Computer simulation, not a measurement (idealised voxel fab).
Module name: voxel transistor to metal (process module)
It is cross-section cut that appears here, measuring 155 nm in width, its square cells being 5 nm in size.
This document writes a cross-section as a grid whose cells are square, and gives it as bands, listed from the top down; one or more rows of cells form a band.
Heights first: top, then bottom, in nm. Then materials, left to right, each with a width in nm. "full width" on a single material: fills the band edge to edge. "blank": empty space.
It should be noted that heights are counted from 0, beneath which the wafer as supplied is of one material throughout, and that the lowest band possesses no lower boundary but continues downward, as written in "0..down".
With a width like "30 to 40", each row of cells in the band differs from the next by the same amount, the top row carrying the first number and the bottom row the second.
For the purposes of this document, the phrase "nothing got changed" attached to a step denotes that no cell within the cross-section was modified by that step.
Any empty space of 8 cells or more lacking an open way to the top shows up in "Enclosed void inventory" as width x height at distance, distance from the left edge, in nm.
Text after the settings on a step's line: the simulator's own remark on that step.
Among the settings permitted on a step's line is "overlay nm"; applied to a step with a mask, it specifies the extent to which the mask lay to the right of its planned position, whereas a negative figure signifies a position to the left.
Pairs from here to the end. Each: cross-section before one process step, cross-section after it, the latter only as far down as the lowest band that changed. Under each: the step between, and its settings. Mind that the pairs may be taken from different runs of this module on the same starting wafer; whether a pair continues from the pair above depends on its entry headed "Pre-step cross-section", and it does only where that entry says so.

-- Pre-step cross-section
	60..55 | SiCN full width
	55..45 | SiO2 (30) | TiN (5) | Ru (20) | TiN (5) | SiO2 (35) | TiN (5) | Ru (20) | TiN (5) | SiO2 (30)
	45..40 | SiO2 (30) | TiN (5) | Ru (15) | TiN (10) | SiO2 (35) | TiN (10) | Ru (15) | TiN (5) | SiO2 (30)
	40..30 | SiO2 (30) | TiN (5) | Ru (15) | TiN (5) | SiN (10) | SiCN (25) | SiN (10) | TiN (5) | Ru (15) | TiN (5) | SiO2 (30)
	30..15 | SiO2 (30) | TiN (5) | Ru (15) | TiN (5) | SiN (10) | polySi (25) | SiN (10) | TiN (5) | Ru (15) | TiN (5) | SiO2 (30)
	15..10 | SiO2 (30) | TiN (25) | SiN (10) | polySi (25) | SiN (10) | TiN (25) | SiO2 (30)
	10..0 | SiO2 (30) | TiN (10) | nSi (15) | SiN (10) | polySi (25) | SiN (10) | nSi (15) | TiN (10) | SiO2 (30)
	0..-5 | SiO2 (30) | TiN (10) | nSi (15) | SiN (10) | SiO2 (25) | SiN (10) | nSi (15) | TiN (10) | SiO2 (30)
	-5..-10 | SiO2 (25) | nSi (30) | Si (45) | nSi (30) | SiO2 (25)
	-10..-20 | SiO2 (30) | nSi (25) | Si (45) | nSi (25) | SiO2 (30)
	-20..-25 | SiO2 (30) | Si (95) | SiO2 (30)
	-25..down | Si full width
	Enclosed void inventory: none

-- after
	85..60 | SiO2 full width
	Below 60, no change.
	Enclosed void inventory: none
Step, pre vs post cross-sections above: DIRECTIONAL_DEP [material SiO2] [thk nm 25]

Pre-step cross-section: The pre-step condition corresponds to the post-step cross-section depicted in the pair directly above.

-- after
	85..60 | SiO2 (30) | blank (20) | SiO2 (55) | blank (20) | SiO2 (30)
	Below 60, no change.
	Enclosed void inventory: none
Step, pre vs post cross-sections above: MASKED_ETCH [tone open] [mask id METAL_1] [width nm 20] [pitch nm 75] [etch materials SiO2] [depth nm 25] [overlay nm 0]

Pre-step cross-section: The pre-step condition corresponds to the post-step cross-section depicted in the pair directly above.

-- after
	85..60 | SiO2 (30) | blank (20) | SiO2 (55) | blank (20) | SiO2 (30)
	60..55 | SiCN (30) | blank (20) | SiCN (55) | blank (20) | SiCN (30)
	Below 55, no change.
	Enclosed void inventory: none
Step, pre vs post cross-sections above: MASKED_ETCH [tone open] [mask id METAL_1] [width nm 20] [pitch nm 75] [etch materials SiCN] [depth nm 5] [overlay nm 0]

Pre-step cross-section: The pre-step condition corresponds to the post-step cross-section depicted in the pair directly above.

-- after
	90..85 | TiN (35) | blank (10) | TiN (65) | blank (10) | TiN (35)
	85..60 | SiO2 (30) | TiN (5) | blank (10) | TiN (5) | SiO2 (55) | TiN (5) | blank (10) | TiN (5) | SiO2 (30)
	60..55 | SiCN (30) | TiN (20) | SiCN (55) | TiN (20) | SiCN (30)
	Below 55, no change.
	Enclosed void inventory: none
Step, pre vs post cross-sections above: CONFORMAL_DEP [material TiN] [thk nm 5]

Pre-step cross-section: The pre-step condition corresponds to the post-step cross-section depicted in the pair directly above.

-- after
	95..90 | Cu full width
	90..85 | TiN (35) | Cu (10) | TiN (65) | Cu (10) | TiN (35)
	85..60 | SiO2 (30) | TiN (5) | Cu (10) | TiN (5) | SiO2 (55) | TiN (5) | Cu (10) | TiN (5) | SiO2 (30)
	Below 60, no change.
	Enclosed void inventory: none
Step, pre vs post cross-sections above: FILL_DEP [material Cu] [thk nm 5]

Pre-step cross-section: The pre-step condition corresponds to the post-step cross-section depicted in the pair directly above.

-- after
	85..60 | SiO2 (30) | TiN (5) | Cu (10) | TiN (5) | SiO2 (55) | TiN (5) | Cu (10) | TiN (5) | SiO2 (30)
	Below 60, no change.
	Enclosed void inventory: none
Step, pre vs post cross-sections above: CMP [height nm 85]

Pre-step cross-section: The pre-step condition corresponds to the post-step cross-section depicted in the pair directly above.

-- after
	90..85 | SiN full width
	Below 85, no change.
	Enclosed void inventory: none
Step, pre vs post cross-sections above: CONFORMAL_DEP [material SiN] [thk nm 5]

-- Pre-step cross-section
	20..5 | blank (25) | SiN (105) | blank (25)
	5..0 | SiO2 full width
	0..-25 | SiO2 (30) | Si (95) | SiO2 (30)
	-25..down | Si full width
	Enclosed void inventory: none

-- after
	20..5 | blank (25) | SiN (105) | blank (25)
	5..0 | blank (40) | SiO2 (75) | blank (40)
	0..-10 | blank (30) | Si (95) | blank (30)
	Below -10, no change.
	Enclosed void inventory: none
Step, pre vs post cross-sections above: SELECTIVE_ETCH [etch materials SiO2] [depth nm 15]

Pre-step cross-section: The pre-step condition corresponds to the post-step cross-section depicted in the pair directly above.

-- after
	5..0 | blank (40) | SiO2 (75) | blank (40)
	Below 0, no change.
	Enclosed void inventory: none
Step, pre vs post cross-sections above: STRIP [etch materials SiN]

Pre-step cross-section: The pre-step condition corresponds to the post-step cross-section depicted in the pair directly above.

-- after
	0..-15 | blank (30) | Si (95) | blank (30)
	Below -15, no change.
	Enclosed void inventory: none
Step, pre vs post cross-sections above: SELECTIVE_ETCH [etch materials SiO2] [depth nm 5]

Pre-step cross-section: The pre-step condition corresponds to the post-step cross-section depicted in the pair directly above.

-- after
	0..-5 | blank (30) | SiO2 (95) | blank (30)
	-5..-15 | blank (30) | SiO2 (5) | Si (85) | SiO2 (5) | blank (30)
	-15..-25 | SiO2 (35 to 30) | Si (85 to 95) | SiO2 (35 to 30)
	Below -25, no change.
	Enclosed void inventory: none
Step, pre vs post cross-sections above: OXIDIZE [depth nm 5]

Pre-step cross-section: The pre-step condition corresponds to the post-step cross-section depicted in the pair directly above.

-- after
	30..15 | blank (30) | polySi (95) | blank (30)
	15..0 | polySi full width
	0..-5 | polySi (30) | SiO2 (95) | polySi (30)
	-5..-15 | polySi (30) | SiO2 (5) | Si (85) | SiO2 (5) | polySi (30)
	Below -15, no change.
	Enclosed void inventory: none
Step, pre vs post cross-sections above: DIRECTIONAL_DEP [material polySi] [thk nm 30]

Pre-step cross-section: The pre-step condition corresponds to the post-step cross-section depicted in the pair directly above.

-- after
	40..30 | blank (30) | SiCN (95) | blank (30)
	30..25 | blank (30) | polySi (95) | blank (30)
	25..15 | SiCN (30) | polySi (95) | SiCN (30)
	Below 15, no change.
	Enclosed void inventory: none
Step, pre vs post cross-sections above: DIRECTIONAL_DEP [material SiCN] [thk nm 10]

Pre-step cross-section: The pre-step condition corresponds to the post-step cross-section depicted in the pair directly above.

-- after
	50..40 | blank (30) | aC (95) | blank (30)
	40..35 | blank (30) | SiCN (95) | blank (30)
	35..30 | aC (30) | SiCN (95) | aC (30)
	30..25 | aC (30) | polySi (95) | aC (30)
	Below 25, no change.
	Enclosed void inventory: none
Step, pre vs post cross-sections above: DIRECTIONAL_DEP [material aC] [thk nm 10]

Pre-step cross-section: The pre-step condition corresponds to the post-step cross-section depicted in the pair directly above.

-- after
	80..50 | blank (65) | resist (25) | blank (65)
	Below 50, no change.
	Enclosed void inventory: none
Step, pre vs post cross-sections above: PATTERN [tone cover] [mask id GATE] [material resist] [width nm 25] [thk nm 30] [overlay nm 0]

Pre-step cross-section: The pre-step condition corresponds to the post-step cross-section depicted in the pair directly above.

-- after
	70..50 | blank (65) | resist (25) | blank (65)
	50..40 | blank (65) | aC (25) | blank (65)
	40..30 | blank (30) | SiCN (95) | blank (30)
	30..25 | blank (30) | polySi (95) | blank (30)
	Below 25, no change.
	Enclosed void inventory: none
Step, pre vs post cross-sections above: DIRECTIONAL_ETCH [etch materials aC] [depth nm 10]

Pre-step cross-section: The pre-step condition corresponds to the post-step cross-section depicted in the pair directly above.

-- after
	50..40 | blank (65) | aC (25) | blank (65)
	Below 40, no change.
	Enclosed void inventory: none
Step, pre vs post cross-sections above: STRIP [etch materials resist]

Pre-step cross-section: The pre-step condition corresponds to the post-step cross-section depicted in the pair directly above.

-- after
	50..40 | blank (65) | aC (25) | blank (65)
	40..30 | blank (65) | SiCN (25) | blank (65)
	30..15 | blank (30) | polySi (95) | blank (30)
	Below 15, no change.
	Enclosed void inventory: none
Step, pre vs post cross-sections above: DIRECTIONAL_ETCH [etch materials SiCN] [depth nm 20]

Pre-step cross-section: The pre-step condition corresponds to the post-step cross-section depicted in the pair directly above.

-- after
	50..40 | blank (65) | aC (25) | blank (65)
	40..30 | blank (65) | SiCN (25) | blank (65)
	30..0 | blank (65) | polySi (25) | blank (65)
	0..-5 | blank (30) | SiO2 (95) | blank (30)
	-5..-15 | blank (30) | SiO2 (5) | Si (85) | SiO2 (5) | blank (30)
	Below -15, no change.
	Enclosed void inventory: none
Step, pre vs post cross-sections above: DIRECTIONAL_ETCH [etch materials polySi] [depth nm 40]

Pre-step cross-section: The pre-step condition corresponds to the post-step cross-section depicted in the pair directly above.

-- after
	40..30 | blank (65) | SiCN (25) | blank (65)
	Below 30, no change.
	Enclosed void inventory: none
Step, pre vs post cross-sections above: STRIP [etch materials aC]

Pre-step cross-section: The pre-step condition corresponds to the post-step cross-section depicted in the pair directly above.

-- after
	45..40 | blank (60) | SiO2 (35) | blank (60)
	40..30 | blank (60) | SiO2 (5) | SiCN (25) | SiO2 (5) | blank (60)
	30..5 | blank (60) | SiO2 (5) | polySi (25) | SiO2 (5) | blank (60)
	5..0 | blank (25) | SiO2 (40) | polySi (25) | SiO2 (40) | blank (25)
	0..-5 | blank (25) | SiO2 (105) | blank (25)
	-5..-10 | blank (25) | SiO2 (10) | Si (85) | SiO2 (10) | blank (25)
	-10..-20 | SiO2 (35) | Si (85) | SiO2 (35)
	Below -20, no change.
	Enclosed void inventory: none
Step, pre vs post cross-sections above: CONFORMAL_DEP [material SiO2] [thk nm 5]

Pre-step cross-section: The pre-step condition corresponds to the post-step cross-section depicted in the pair directly above.

-- after
	40..30 | blank (60) | SiO2 (5) | SiCN (25) | SiO2 (5) | blank (60)
	30..0 | blank (60) | SiO2 (5) | polySi (25) | SiO2 (5) | blank (60)
	0..-5 | blank (25) | SiO2 (105) | blank (25)
	-5..-15 | blank (25) | SiO2 (10) | Si (85) | SiO2 (10) | blank (25)
	Below -15, no change.
	Enclosed void inventory: none
Step, pre vs post cross-sections above: DIRECTIONAL_ETCH [etch materials SiO2] [depth nm 5]

Pre-step cross-section: The pre-step condition corresponds to the post-step cross-section depicted in the pair directly above.

-- after
	50..40 | blank (50) | SiN (55) | blank (50)
	40..30 | blank (50) | SiN (10) | SiO2 (5) | SiCN (25) | SiO2 (5) | SiN (10) | blank (50)
	30..10 | blank (50) | SiN (10) | SiO2 (5) | polySi (25) | SiO2 (5) | SiN (10) | blank (50)
	10..0 | blank (15) | SiN (45) | SiO2 (5) | polySi (25) | SiO2 (5) | SiN (45) | blank (15)
	0..-5 | blank (15) | SiN (10) | SiO2 (105) | SiN (10) | blank (15)
	-5..-15 | SiN (25) | SiO2 (10) | Si (85) | SiO2 (10) | SiN (25)
	Below -15, no change.
	Enclosed void inventory: none
Step, pre vs post cross-sections above: CONFORMAL_DEP [material SiN] [thk nm 10]

Pre-step cross-section: The pre-step condition corresponds to the post-step cross-section depicted in the pair directly above.

-- after
	40..30 | blank (50) | SiN (10) | SiO2 (5) | SiCN (25) | SiO2 (5) | SiN (10) | blank (50)
	30..0 | blank (50) | SiN (10) | SiO2 (5) | polySi (25) | SiO2 (5) | SiN (10) | blank (50)
	0..-5 | blank (15) | SiN (10) | SiO2 (105) | SiN (10) | blank (15)
	-5..-15 | blank (15) | SiN (10) | SiO2 (10) | Si (85) | SiO2 (10) | SiN (10) | blank (15)
	Below -15, no change.
	Enclosed void inventory: none
Step, pre vs post cross-sections above: DIRECTIONAL_ETCH [etch materials SiN] [depth nm 10]

Pre-step cross-section: The pre-step condition corresponds to the post-step cross-section depicted in the pair directly above.

-- after
	40..35 | blank (50) | SiN (10) | blank (5) | SiCN (25) | blank (5) | SiN (10) | blank (50)
	35..30 | blank (50) | SiN (10) | SiO2 (5) | SiCN (25) | SiO2 (5) | SiN (10) | blank (50)
	30..0 | blank (50) | SiN (10) | SiO2 (5) | polySi (25) | SiO2 (5) | SiN (10) | blank (50)
	0..-5 | blank (15) | SiN (10) | blank (25) | SiO2 (55) | blank (25) | SiN (10) | blank (15)
	-5..-15 | blank (15) | SiN (10) | SiO2 (10) | Si (85) | SiO2 (10) | SiN (10) | blank (15)
	-15..-20 | blank (15) | SiO2 (20) | Si (85) | SiO2 (20) | blank (15)
	Below -20, no change.
	Enclosed void inventory: none
Step, pre vs post cross-sections above: DIRECTIONAL_ETCH [etch materials SiO2] [depth nm 5]

Pre-step cross-section: The pre-step condition corresponds to the post-step cross-section depicted in the pair directly above.

-- after
	40..35 | blank (50) | SiN (10) | blank (5) | SiCN (25) | blank (5) | SiN (10) | blank (50)
	35..30 | blank (50) | SiN (10) | SiO2 (5) | SiCN (25) | SiO2 (5) | SiN (10) | blank (50)
	30..0 | blank (50) | SiN (10) | SiO2 (5) | polySi (25) | SiO2 (5) | SiN (10) | blank (50)
	0..-5 | blank (15) | SiN (10) | blank (25) | SiO2 (55) | blank (25) | SiN (10) | blank (15)
	-5..-15 | blank (15) | SiN (10) | SiO2 (10) | blank (15) | Si (55) | blank (15) | SiO2 (10) | SiN (10) | blank (15)
	-15..-20 | blank (15) | SiO2 (20) | blank (15) | Si (55) | blank (15) | SiO2 (20) | blank (15)
	Below -20, no change.
	Enclosed void inventory: none
Step, pre vs post cross-sections above: DIRECTIONAL_ETCH [etch materials Si] [depth nm 15]

Pre-step cross-section: The pre-step condition corresponds to the post-step cross-section depicted in the pair directly above.

-- after
	40..35 | blank (50) | SiN (10) | blank (5) | SiCN (25) | blank (5) | SiN (10) | blank (50)
	35..30 | blank (50) | SiN (10) | SiO2 (5) | SiCN (25) | SiO2 (5) | SiN (10) | blank (50)
	30..10 | blank (50) | SiN (10) | SiO2 (5) | polySi (25) | SiO2 (5) | SiN (10) | blank (50)
	10..0 | blank (35) | nSi (15) | SiN (10) | SiO2 (5) | polySi (25) | SiO2 (5) | SiN (10) | nSi (15) | blank (35)
	0..-5 | blank (15) | SiN (10) | blank (10) | nSi (15) | SiO2 (55) | nSi (15) | blank (10) | SiN (10) | blank (15)
	-5..-15 | blank (15) | SiN (10) | SiO2 (10) | nSi (15) | Si (55) | nSi (15) | SiO2 (10) | SiN (10) | blank (15)
	-15..-20 | blank (15) | SiO2 (20) | nSi (15) | Si (55) | nSi (15) | SiO2 (20) | blank (15)
	Below -20, no change.
	Enclosed void inventory: none
Step, pre vs post cross-sections above: EPI [material nSi] [thk nm 15]

Pre-step cross-section: The pre-step condition corresponds to the post-step cross-section depicted in the pair directly above.

-- after
	50..40 | SiO2 full width
	40..30 | SiO2 (50) | SiN (10) | SiO2 (5) | SiCN (25) | SiO2 (5) | SiN (10) | SiO2 (50)
	30..10 | SiO2 (50) | SiN (10) | SiO2 (5) | polySi (25) | SiO2 (5) | SiN (10) | SiO2 (50)
	10..0 | SiO2 (35) | nSi (15) | SiN (10) | SiO2 (5) | polySi (25) | SiO2 (5) | SiN (10) | nSi (15) | SiO2 (35)
	0..-5 | SiO2 (15) | SiN (10) | SiO2 (10) | nSi (15) | SiO2 (55) | nSi (15) | SiO2 (10) | SiN (10) | SiO2 (15)
	-5..-15 | SiO2 (15) | SiN (10) | SiO2 (10) | nSi (15) | Si (55) | nSi (15) | SiO2 (10) | SiN (10) | SiO2 (15)
	-15..-20 | SiO2 (35) | nSi (15) | Si (55) | nSi (15) | SiO2 (35)
	Below -20, no change.
	Enclosed void inventory: none
Step, pre vs post cross-sections above: FILL_DEP [material SiO2] [thk nm 10]

Pre-step cross-section: The pre-step condition corresponds to the post-step cross-section depicted in the pair directly above.

-- after
	40..30 | SiO2 (50) | SiN (10) | SiO2 (5) | SiCN (25) | SiO2 (5) | SiN (10) | SiO2 (50)
	Below 30, no change.
	Enclosed void inventory: none
Step, pre vs post cross-sections above: CMP [height nm 40]

Pre-step cross-section: The pre-step condition corresponds to the post-step cross-section depicted in the pair directly above.

-- after
	55..40 | SiO2 full width
	Below 40, no change.
	Enclosed void inventory: none
Step, pre vs post cross-sections above: DIRECTIONAL_DEP [material SiO2] [thk nm 15]

Pre-step cross-section: The pre-step condition corresponds to the post-step cross-section depicted in the pair directly above.

-- after
	75..55 | resist (30) | blank (30) | resist (35) | blank (30) | resist (30)
	Below 55, no change.
	Enclosed void inventory: none
Step, pre vs post cross-sections above: PATTERN [tone open] [mask id CONTACT] [material resist] [width nm 30] [pitch nm 65] [thk nm 20] [overlay nm 0]

Pre-step cross-section: The pre-step condition corresponds to the post-step cross-section depicted in the pair directly above.

-- after
	75..55 | resist (30) | blank (30) | resist (35) | blank (30) | resist (30)
	55..40 | SiO2 (30) | blank (30) | SiO2 (35) | blank (30) | SiO2 (30)
	40..30 | SiO2 (30) | blank (20) | SiN (10) | SiO2 (5) | SiCN (25) | SiO2 (5) | SiN (10) | blank (20) | SiO2 (30)
	30..10 | SiO2 (30) | blank (20) | SiN (10) | SiO2 (5) | polySi (25) | SiO2 (5) | SiN (10) | blank (20) | SiO2 (30)
	10..0 | SiO2 (30) | blank (5) | nSi (15) | SiN (10) | SiO2 (5) | polySi (25) | SiO2 (5) | SiN (10) | nSi (15) | blank (5) | SiO2 (30)
	0..-5 | SiO2 (15) | SiN (10) | SiO2 (5) | blank (5) | nSi (15) | SiO2 (55) | nSi (15) | blank (5) | SiO2 (5) | SiN (10) | SiO2 (15)
	Below -5, no change.
	Enclosed void inventory: none
Step, pre vs post cross-sections above: DIRECTIONAL_ETCH [etch materials SiO2] [depth nm 60]

Pre-step cross-section: The pre-step condition corresponds to the post-step cross-section depicted in the pair directly above.

-- after
	55..40 | SiO2 (30) | blank (30) | SiO2 (35) | blank (30) | SiO2 (30)
	Below 40, no change.
	Enclosed void inventory: none
Step, pre vs post cross-sections above: STRIP [etch materials resist]

Pre-step cross-section: The pre-step condition corresponds to the post-step cross-section depicted in the pair directly above.

-- after
	60..55 | TiN (35) | blank (20) | TiN (45) | blank (20) | TiN (35)
	55..45 | SiO2 (30) | TiN (5) | blank (20) | TiN (5) | SiO2 (35) | TiN (5) | blank (20) | TiN (5) | SiO2 (30)
	45..40 | SiO2 (30) | TiN (5) | blank (10) | TiN (15) | SiO2 (35) | TiN (15) | blank (10) | TiN (5) | SiO2 (30)
	40..30 | SiO2 (30) | TiN (5) | blank (10) | TiN (5) | SiN (10) | SiO2 (5) | SiCN (25) | SiO2 (5) | SiN (10) | TiN (5) | blank (10) | TiN (5) | SiO2 (30)
	30..15 | SiO2 (30) | TiN (5) | blank (10) | TiN (5) | SiN (10) | SiO2 (5) | polySi (25) | SiO2 (5) | SiN (10) | TiN (5) | blank (10) | TiN (5) | SiO2 (30)
	15..10 | SiO2 (30) | TiN (20) | SiN (10) | SiO2 (5) | polySi (25) | SiO2 (5) | SiN (10) | TiN (20) | SiO2 (30)
	10..0 | SiO2 (30) | TiN (5) | nSi (15) | SiN (10) | SiO2 (5) | polySi (25) | SiO2 (5) | SiN (10) | nSi (15) | TiN (5) | SiO2 (30)
	0..-5 | SiO2 (15) | SiN (10) | SiO2 (5) | TiN (5) | nSi (15) | SiO2 (55) | nSi (15) | TiN (5) | SiO2 (5) | SiN (10) | SiO2 (15)
	Below -5, no change.
	Enclosed void inventory: none
Step, pre vs post cross-sections above: CONFORMAL_DEP [material TiN] [thk nm 5]

Pre-step cross-section: The pre-step condition corresponds to the post-step cross-section depicted in the pair directly above.

-- after
	65..60 | Ru full width
	60..55 | TiN (35) | Ru (20) | TiN (45) | Ru (20) | TiN (35)
	55..45 | SiO2 (30) | TiN (5) | Ru (20) | TiN (5) | SiO2 (35) | TiN (5) | Ru (20) | TiN (5) | SiO2 (30)
	45..40 | SiO2 (30) | TiN (5) | Ru (10) | TiN (15) | SiO2 (35) | TiN (15) | Ru (10) | TiN (5) | SiO2 (30)
	40..30 | SiO2 (30) | TiN (5) | Ru (10) | TiN (5) | SiN (10) | SiO2 (5) | SiCN (25) | SiO2 (5) | SiN (10) | TiN (5) | Ru (10) | TiN (5) | SiO2 (30)
	30..15 | SiO2 (30) | TiN (5) | Ru (10) | TiN (5) | SiN (10) | SiO2 (5) | polySi (25) | SiO2 (5) | SiN (10) | TiN (5) | Ru (10) | TiN (5) | SiO2 (30)
	Below 15, no change.
	Enclosed void inventory: none
Step, pre vs post cross-sections above: FILL_DEP [material Ru] [thk nm 5]

Pre-step cross-section: The pre-step condition corresponds to the post-step cross-section depicted in the pair directly above.

-- after
	55..45 | SiO2 (30) | TiN (5) | Ru (20) | TiN (5) | SiO2 (35) | TiN (5) | Ru (20) | TiN (5) | SiO2 (30)
	Below 45, no change.
	Enclosed void inventory: none
Step, pre vs post cross-sections above: CMP [height nm 55]

Pre-step cross-section: The pre-step condition corresponds to the post-step cross-section depicted in the pair directly above.

-- after
	60..55 | SiCN full width
	Below 55, no change.
	Enclosed void inventory: none
Step, pre vs post cross-sections above: CONFORMAL_DEP [material SiCN] [thk nm 5]

Pre-step cross-section: The pre-step condition corresponds to the post-step cross-section depicted in the pair directly above.

-- after
	85..60 | SiO2 full width
	Below 60, no change.
	Enclosed void inventory: none
Step, pre vs post cross-sections above: DIRECTIONAL_DEP [material SiO2] [thk nm 25]

Pre-step cross-section: The pre-step condition corresponds to the post-step cross-section depicted in the pair directly above.

-- after
	85..60 | SiO2 (30) | blank (20) | SiO2 (55) | blank (20) | SiO2 (30)
	Below 60, no change.
	Enclosed void inventory: none
Step, pre vs post cross-sections above: MASKED_ETCH [tone open] [mask id METAL_1] [width nm 20] [pitch nm 75] [etch materials SiO2] [depth nm 25] [overlay nm 0]

Pre-step cross-section: The pre-step condition corresponds to the post-step cross-section depicted in the pair directly above.

-- after
	85..60 | SiO2 (30) | blank (20) | SiO2 (55) | blank (20) | SiO2 (30)
	60..55 | SiCN (30) | blank (20) | SiCN (55) | blank (20) | SiCN (30)
	Below 55, no change.
	Enclosed void inventory: none
Step, pre vs post cross-sections above: MASKED_ETCH [tone open] [mask id METAL_1] [width nm 20] [pitch nm 75] [etch materials SiCN] [depth nm 5] [overlay nm 0]

Pre-step cross-section: The pre-step condition corresponds to the post-step cross-section depicted in the pair directly above.

-- after
	90..85 | TiN (35) | blank (10) | TiN (65) | blank (10) | TiN (35)
	85..60 | SiO2 (30) | TiN (5) | blank (10) | TiN (5) | SiO2 (55) | TiN (5) | blank (10) | TiN (5) | SiO2 (30)
	60..55 | SiCN (30) | TiN (20) | SiCN (55) | TiN (20) | SiCN (30)
	Below 55, no change.
	Enclosed void inventory: none
Step, pre vs post cross-sections above: CONFORMAL_DEP [material TiN] [thk nm 5]

Pre-step cross-section: The pre-step condition corresponds to the post-step cross-section depicted in the pair directly above.

-- after
	95..90 | Cu full width
	90..85 | TiN (35) | Cu (10) | TiN (65) | Cu (10) | TiN (35)
	85..60 | SiO2 (30) | TiN (5) | Cu (10) | TiN (5) | SiO2 (55) | TiN (5) | Cu (10) | TiN (5) | SiO2 (30)
	Below 60, no change.
	Enclosed void inventory: none
Step, pre vs post cross-sections above: FILL_DEP [material Cu] [thk nm 5]

Pre-step cross-section: The pre-step condition corresponds to the post-step cross-section depicted in the pair directly above.

-- after
	85..60 | SiO2 (30) | TiN (5) | Cu (10) | TiN (5) | SiO2 (55) | TiN (5) | Cu (10) | TiN (5) | SiO2 (30)
	Below 60, no change.
	Enclosed void inventory: none
Step, pre vs post cross-sections above: CMP [height nm 85]

Pre-step cross-section: The pre-step condition corresponds to the post-step cross-section depicted in the pair directly above.

-- after
	90..85 | SiN full width
	Below 85, no change.
	Enclosed void inventory: none
Step, pre vs post cross-sections above: CONFORMAL_DEP [material SiN] [thk nm 5]

-- Pre-step cross-section
	20..5 | SiO2 (25) | SiN (105) | SiO2 (25)
	5..0 | SiO2 full width
	0..-25 | SiO2 (30) | Si (95) | SiO2 (30)
	-25..down | Si full width
	Enclosed void inventory: none

-- after
	20..5 | SiO2 (25) | blank (105) | SiO2 (25)
	Below 5, no change.
	Enclosed void inventory: none
Step, pre vs post cross-sections above: STRIP [etch materials SiN]

Pre-step cross-section: The pre-step condition corresponds to the post-step cross-section depicted in the pair directly above.

-- after
	5..0 | SiO2 (10) | blank (135) | SiO2 (10)
	0..-10 | SiO2 (10) | blank (20) | Si (95) | blank (20) | SiO2 (10)
	Below -10, no change.
	Enclosed void inventory: none
Step, pre vs post cross-sections above: SELECTIVE_ETCH [etch materials SiO2] [depth nm 15]

Pre-step cross-section: The pre-step condition corresponds to the post-step cross-section depicted in the pair directly above.

-- after
	0..-15 | SiO2 (5) | blank (25) | Si (95) | blank (25) | SiO2 (5)
	Below -15, no change.
	Enclosed void inventory: none
Step, pre vs post cross-sections above: SELECTIVE_ETCH [etch materials SiO2] [depth nm 5]

Pre-step cross-section: The pre-step condition corresponds to the post-step cross-section depicted in the pair directly above.

-- after
	0..-5 | SiO2 (5) | blank (25) | SiO2 (95) | blank (25) | SiO2 (5)
	-5..-15 | SiO2 (5) | blank (25) | SiO2 (5) | Si (85) | SiO2 (5) | blank (25) | SiO2 (5)
	-15..-25 | SiO2 (35 to 30) | Si (85 to 95) | SiO2 (35 to 30)
	Below -25, no change.
	Enclosed void inventory: none
Step, pre vs post cross-sections above: OXIDIZE [depth nm 5]

Pre-step cross-section: The pre-step condition corresponds to the post-step cross-section depicted in the pair directly above.

-- after
	30..15 | polySi (5) | blank (25) | polySi (95) | blank (25) | polySi (5)
	15..0 | polySi full width
	0..-5 | SiO2 (5) | polySi (25) | SiO2 (95) | polySi (25) | SiO2 (5)
	-5..-15 | SiO2 (5) | polySi (25) | SiO2 (5) | Si (85) | SiO2 (5) | polySi (25) | SiO2 (5)
	Below -15, no change.
	Enclosed void inventory: none
Step, pre vs post cross-sections above: DIRECTIONAL_DEP [material polySi] [thk nm 30]

Pre-step cross-section: The pre-step condition corresponds to the post-step cross-section depicted in the pair directly above.

-- after
	40..30 | SiCN (5) | blank (25) | SiCN (95) | blank (25) | SiCN (5)
	30..25 | polySi (5) | blank (25) | polySi (95) | blank (25) | polySi (5)
	25..15 | polySi (5) | SiCN (25) | polySi (95) | SiCN (25) | polySi (5)
	Below 15, no change.
	Enclosed void inventory: none
Step, pre vs post cross-sections above: DIRECTIONAL_DEP [material SiCN] [thk nm 10]

Pre-step cross-section: The pre-step condition corresponds to the post-step cross-section depicted in the pair directly above.

-- after
	50..40 | aC (5) | blank (25) | aC (95) | blank (25) | aC (5)
	40..35 | SiCN (5) | blank (25) | SiCN (95) | blank (25) | SiCN (5)
	35..30 | SiCN (5) | aC (25) | SiCN (95) | aC (25) | SiCN (5)
	30..25 | polySi (5) | aC (25) | polySi (95) | aC (25) | polySi (5)
	Below 25, no change.
	Enclosed void inventory: none
Step, pre vs post cross-sections above: DIRECTIONAL_DEP [material aC] [thk nm 10]

Pre-step cross-section: The pre-step condition corresponds to the post-step cross-section depicted in the pair directly above.

-- after
	80..50 | blank (65) | resist (25) | blank (65)
	Below 50, no change.
	Enclosed void inventory: none
Step, pre vs post cross-sections above: PATTERN [tone cover] [mask id GATE] [material resist] [width nm 25] [thk nm 30] [overlay nm 0]

Pre-step cross-section: The pre-step condition corresponds to the post-step cross-section depicted in the pair directly above.

-- after
	70..50 | blank (65) | resist (25) | blank (65)
	50..40 | blank (65) | aC (25) | blank (65)
	40..30 | SiCN (5) | blank (25) | SiCN (95) | blank (25) | SiCN (5)
	30..25 | polySi (5) | blank (25) | polySi (95) | blank (25) | polySi (5)
	Below 25, no change.
	Enclosed void inventory: none
Step, pre vs post cross-sections above: DIRECTIONAL_ETCH [etch materials aC] [depth nm 10]

Pre-step cross-section: The pre-step condition corresponds to the post-step cross-section depicted in the pair directly above.

-- after
	50..40 | blank (65) | aC (25) | blank (65)
	Below 40, no change.
	Enclosed void inventory: none
Step, pre vs post cross-sections above: STRIP [etch materials resist]

Pre-step cross-section: The pre-step condition corresponds to the post-step cross-section depicted in the pair directly above.

-- after
	50..40 | blank (65) | aC (25) | blank (65)
	40..30 | blank (65) | SiCN (25) | blank (65)
	30..15 | polySi (5) | blank (25) | polySi (95) | blank (25) | polySi (5)
	Below 15, no change.
	Enclosed void inventory: none
Step, pre vs post cross-sections above: DIRECTIONAL_ETCH [etch materials SiCN] [depth nm 20]

Pre-step cross-section: The pre-step condition corresponds to the post-step cross-section depicted in the pair directly above.

-- after
	50..40 | blank (65) | aC (25) | blank (65)
	40..30 | blank (65) | SiCN (25) | blank (65)
	30..0 | blank (65) | polySi (25) | blank (65)
	0..-5 | SiO2 (5) | blank (25) | SiO2 (95) | blank (25) | SiO2 (5)
	-5..-15 | SiO2 (5) | blank (25) | SiO2 (5) | Si (85) | SiO2 (5) | blank (25) | SiO2 (5)
	Below -15, no change.
	Enclosed void inventory: none
Step, pre vs post cross-sections above: DIRECTIONAL_ETCH [etch materials polySi] [depth nm 40]

Pre-step cross-section: The pre-step condition corresponds to the post-step cross-section depicted in the pair directly above.

-- after
	40..30 | blank (65) | SiCN (25) | blank (65)
	Below 30, no change.
	Enclosed void inventory: none
Step, pre vs post cross-sections above: STRIP [etch materials aC]
